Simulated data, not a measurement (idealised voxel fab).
The document below concerns the process module designated voxel ribs on slabs.
FYI the section here is cut, 290 nm wide, cells are 5 nm squares.
Throughout this document, each cross-section is represented as a grid of square cells and is presented as a sequence of bands enumerated from the top downward, where a band comprises one or more rows of cells.
This entry defines a band. It first specifies the height of the band's top and the height of its bottom in nm, and then specifies the band's materials from left to right, stating each material with its width in nm. The word "edge to edge" identifies a single material that fills the band from edge to edge, while the word "air" identifies empty space.
Note: height 0 marks the level under which the wafer is uniformly one material as received. Lowest band unbounded below, written "from 0 down".
Per-row width for "30 to 40": begins at first number (top row of band), ends at second number (bottom row), increment between rows held constant.
Where the words "no modifications" appear for a step, the cross-section shows no cell changed by that step; every cell remained as before.
Listed in "Closed empty spaces": every empty space of 8 or more cells without an open way to the top. Form: width x height at distance, the distance being from the left edge, all in nm.
Read whatever lies past the settings on a step's line as the simulator's own remark about the step.
The setting "overlay nm" may be written on the line of a step. When the step uses a mask, the value reports how far to the right of the planned place the mask lay, and a negative value reports that it lay to the left.

PROCESS STEPS - PLAN
1 RECEIVE, material Si
2 DIRECTIONAL_DEP, material SiO2, thk nm 20
3 DIRECTIONAL_DEP, material polySi, thk nm 15
4 MASKED_ETCH, tone cover, mask id RIB, width nm 20, etch materials polySi, depth nm 10, overlay nm 0
5 MASKED_ETCH, tone cover, mask id SLAB, width nm 60, etch materials polySi, depth nm 5, overlay nm 0
6 FILL_DEP, material SiO2, thk nm 25
7 CMP, height nm 55
8 DIRECTIONAL_DEP, material TiN, thk nm 10
9 DIRECTIONAL_DEP, material aC, thk nm 15
10 PATTERN, tone cover, mask id HEATER, material resist, width nm 30, thk nm 30, overlay nm 0
11 DIRECTIONAL_ETCH, etch materials aC, depth nm 15
12 STRIP, etch materials resist
13 DIRECTIONAL_ETCH, etch materials TiN, depth nm 10
14 STRIP, etch materials aC
15 CONFORMAL_DEP, material SiO2, thk nm 5

CROSS-SECTION OF THE WAFER UPON ARRIVAL, REPRESENTING THE STATE REACHED AFTER STEP 1
	from 0 down = Si edge to edge
	Closed empty spaces: none

FIRST OF TWO WAFERS, END-OF-MODULE SECTION, RUN FOLLOWED PLAN
	from 70 to 65 = air: 125 / SiO2: 40 / air: 125
	from 65 to 60 = air: 125 / SiO2: 5 / TiN: 30 / SiO2: 5 / air: 125
	from 60 to 55 = SiO2: 130 / TiN: 30 / SiO2: 130
	from 55 to 35 = SiO2 edge to edge
	from 35 to 25 = SiO2: 135 / polySi: 20 / SiO2: 135
	from 25 to 20 = SiO2: 115 / polySi: 60 / SiO2: 115
	from 20 to 0 = SiO2 edge to edge
	from 0 down = Si edge to edge
	Closed empty spaces: none

CROSS-SECTIONAL VIEW OF THE SECOND OF TWO WAFERS UPON COMPLETION OF THE MODULE. THIS WAFER SHARED ITS STARTING CONDITION AND PROCESS PLAN WITH THE FIRST; ONE ERROR WAS MADE DURING ITS EXECUTION
	from 70 to 65 = air: 125 / SiO2: 40 / air: 125
	from 65 to 60 = air: 125 / SiO2: 5 / TiN: 30 / SiO2: 5 / air: 125
	from 60 to 55 = SiO2: 130 / TiN: 30 / SiO2: 130
	from 55 to 50 = SiO2 edge to edge
	from 50 to 40 = SiO2: 135 / polySi: 20 / SiO2: 135
	from 40 to 35 = SiO2: 115 / polySi: 60 / SiO2: 115
	from 35 to 20 = polySi edge to edge
	from 20 to 0 = SiO2 edge to edge
	from 0 down = Si edge to edge
	Closed empty spaces: none
The plan and the run diverged here: step 3 of the plan was twice carried out
at the end the second wafer has, in cells: -174 SiO2; +174 polySi
